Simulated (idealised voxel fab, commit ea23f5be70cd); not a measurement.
The process module presented herein is designated voxel lift off.
This is section cut - it's 250 nm across, gridded in 5 nm square cells.
In what follows, cross-sections appear as grids of square cells, described through bands that run from the top down, where every band is one or more rows of cells.
First you get the band's top height and its bottom height, in nm, and then the materials it's made of, left to right, with each width in nm. If you see a single material with "throughout", that one covers the band edge to edge. "empty" is empty space.
Height is counted from the level 0, under which the received wafer is composed throughout of one material. The lowest of the bands is not closed at the bottom but continues downward, in the notation "from 0 down".
Width spec "30 to 40" -> top row of cells at first value, bottom row at second value, equal per-row change in between.
You'll sometimes find "no modification" written for a step, and that's the way of saying that nowhere in the cross-section did a cell change during that step.
Voids not open to the top, 8 cells minimum: see "Completely sealed voids". Written width x height at distance; distance is from the left edge; nm.
Text after the settings on a step's line: the simulator's own remark on that step.
overlay nm: mask offset rightward from planned place, masked step; negative means leftward offset.
### Planned process steps
- 1: RECEIVE | material Si
- 2: CONFORMAL_DEP | material SiO2 | thk nm 15
- 3: PATTERN | tone open | mask id LINES | material resist | width nm 30 | pitch nm 55 | thk nm 30 | overlay nm 0
- 4: DIRECTIONAL_DEP | material Ru | thk nm 15
- 5: STRIP | etch materials resist
- 6: CONFORMAL_DEP | material SiO2 | thk nm 10
### Cross-section of the incoming wafer, state after step 1
- from 0 down = Si throughout
- Completely sealed voids: none
### Post-module cross-section of the first of two wafers (run per plan)
- from 40 to 30 = 70 empty  50 SiO2  5 empty  50 SiO2  75 empty
- from 30 to 25 = 70 empty  10 SiO2  30 Ru  10 SiO2  5 empty  10 SiO2  30 Ru  10 SiO2  75 empty
- from 25 to 15 = 80 SiO2  30 Ru  25 SiO2  30 Ru  85 SiO2
- from 15 to 0 = SiO2 throughout
- from 0 down = Si throughout
- Completely sealed voids: none
### Cross-sectional image of the second wafer of the two following completion of the module. Starting state and process plan were the same as for the first wafer; one execution error occurred
- from 35 to 25 = 70 empty  50 SiO2  5 empty  50 SiO2  75 empty
- from 25 to 15 = 80 SiO2  30 Ru  25 SiO2  30 Ru  85 SiO2
- from 15 to 0 = SiO2 throughout
- from 0 down = Si throughout
- Completely sealed voids: none
The mistake made against the process plan was this: step 4 ran as: DIRECTIONAL_DEP | material Ru | thk nm 10
FYI, end of process, the second wafer has more or fewer cells of some materials than the first: 12 fewer of Ru; 8 fewer of SiO2
